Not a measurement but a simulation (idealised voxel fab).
Proc. module: voxel wiring stack
The cross-section shown here is cut; it is 240 nm wide and divided into square cells measuring 5 nm on a side.
Reading order for cross-sections: top band down to bottom band. Underlying form: a grid of square cells. Band size: one or more rows of cells. The band entry comprises the height of the band's top followed by the height of its bottom, expressed in nm, and subsequently the band's materials from left to right, each stated together with its width in nm. Where a single material is marked with the word "edge to edge", that material fills the band from edge to edge. The word "blank" represents empty space. The reference from which all heights are counted is 0, the level beneath which the as-received wafer is entirely one material; the lowest band, having no lower bound, proceeds downward and is written after the example "from 0 down". Per-row width for "30->40": begins at first number (top row of band), ends at second number (bottom row), increment between rows held constant. Step note "remained the same" = no cross-section cell changed. So "Enclosed internal voids" is basically the list of trapped voids: any empty space of 8 cells or more that can't reach the top through an opening. They're written width x height at distance, the distance being from the left edge, and it's all nm. after a step's settings: what the simulator itself notes on the step. The setting "overlay nm" may be written on the line of a step. When the step uses a mask, the value reports how far to the right of the planned place the mask lay, and a negative value reports that it lay to the left.

Process steps (planned)
1: RECEIVE,material Si
2: CONFORMAL_DEP,material SiO2,thk nm 15
3: DIRECTIONAL_DEP,material TiN,thk nm 5
4: DIRECTIONAL_DEP,material W,thk nm 20
5: PATTERN,tone cover,mask id METAL_1,material resist,width nm 25,pitch nm 45,thk nm 15,overlay nm 0
6: DIRECTIONAL_ETCH,etch materials W,depth nm 20
7: DIRECTIONAL_ETCH,etch materials TiN,depth nm 5
8: STRIP,etch materials resist
9: FILL_DEP,material SiO2,thk nm 10
10: CMP,height nm 40
11: CONFORMAL_DEP,material SiCN,thk nm 5
12: DIRECTIONAL_DEP,material SiO2,thk nm 25
13: MASKED_ETCH,tone open,mask id METAL_2_HOLES,width nm 15,pitch nm 90,etch materials SiO2,depth nm 25,overlay nm 0
14: PATTERN,tone open,mask id METAL_2,material resist,width nm 25,pitch nm 45,thk nm 15,overlay nm 0
15: DIRECTIONAL_ETCH,etch materials SiO2,depth nm 15
16: DIRECTIONAL_ETCH,etch materials SiCN,depth nm 5
17: STRIP,etch materials resist
18: CONFORMAL_DEP,material TiN,thk nm 5
19: FILL_DEP,material Cu,thk nm 10
20: CMP,height nm 70
21: CONFORMAL_DEP,material SiCN,thk nm 5
22: DIRECTIONAL_DEP,material SiO2,thk nm 35
23: DIRECTIONAL_DEP,material aC,thk nm 5
24: PATTERN,tone open,mask id METAL_3,material resist,width nm 25,pitch nm 45,thk nm 35,overlay nm 0
25: DIRECTIONAL_ETCH,etch materials aC,depth nm 15
26: STRIP,etch materials resist
27: DIRECTIONAL_ETCH,etch materials SiO2,depth nm 20
28: STRIP,etch materials aC
29: PATTERN,tone open,mask id METAL_3_HOLES,material resist,width nm 15,pitch nm 90,thk nm 20,overlay nm 0
30: DIRECTIONAL_ETCH,etch materials SiO2,depth nm 15
31: DIRECTIONAL_ETCH,etch materials SiCN,depth nm 5
32: STRIP,etch materials resist
33: CONFORMAL_DEP,material TiN,thk nm 5
34: FILL_DEP,material Ru,thk nm 10
35: CMP,height nm 110
36: CONFORMAL_DEP,material SiCN,thk nm 5
37: DIRECTIONAL_DEP,material SiO2,thk nm 25
38: DIRECTIONAL_DEP,material aC,thk nm 15
39: PATTERN,tone open,mask id METAL_4,material resist,width nm 25,pitch nm 45,thk nm 30,overlay nm 0
40: DIRECTIONAL_ETCH,etch materials aC,depth nm 15
41: STRIP,etch materials resist
42: DIRECTIONAL_ETCH,etch materials SiO2,depth nm 15
43: STRIP,etch materials aC
44: PATTERN,tone open,mask id METAL_4_HOLES,material resist,width nm 15,pitch nm 90,thk nm 20,overlay nm 0
45: DIRECTIONAL_ETCH,etch materials SiO2,depth nm 10
46: DIRECTIONAL_ETCH,etch materials SiCN,depth nm 5
47: STRIP,etch materials resist
48: CONFORMAL_DEP,material TiN,thk nm 5
49: FILL_DEP,material Cu,thk nm 10
50: CMP,height nm 140
51: CONFORMAL_DEP,material SiN,thk nm 5
What sets these wafers apart? The thk nm at step 23. They all start alike, and the plan carries the first wafer's value.

Cut through the first of several wafers as received, post step 1
> from 0 down: Si edge to edge
> Enclosed internal voids: none

Tabulated below, wafer by wafer, are the end-of-module results: for each material, the number of cells gained (+) or lost (-) relative to the as-received state, followed by the closed voids
thk nm 5; +48 Cu; +35 Ru; +126 SiCN; +48 SiN; +933 SiO2; +142 TiN; +60 W; Enclosed internal voids: none
thk nm 10; +48 Cu; +35 Ru; +126 SiCN; +48 SiN; +933 SiO2; +142 TiN; +60 W; Enclosed internal voids: none
thk nm 15; +48 Cu; +35 Ru; +126 SiCN; +48 SiN; +933 SiO2; +142 TiN; +60 W; Enclosed internal voids: none
thk nm 20; +48 Cu; +4 Ru; +132 SiCN; +48 SiN; +993 SiO2; +107 TiN; +60 W; Enclosed internal voids: none
thk nm 25; +48 Cu; +4 Ru; +132 SiCN; +48 SiN; +993 SiO2; +107 TiN; +60 W; Enclosed internal voids: none
thk nm 30; +48 Cu; +4 Ru; +132 SiCN; +48 SiN; +993 SiO2; +107 TiN; +60 W; Enclosed internal voids: none
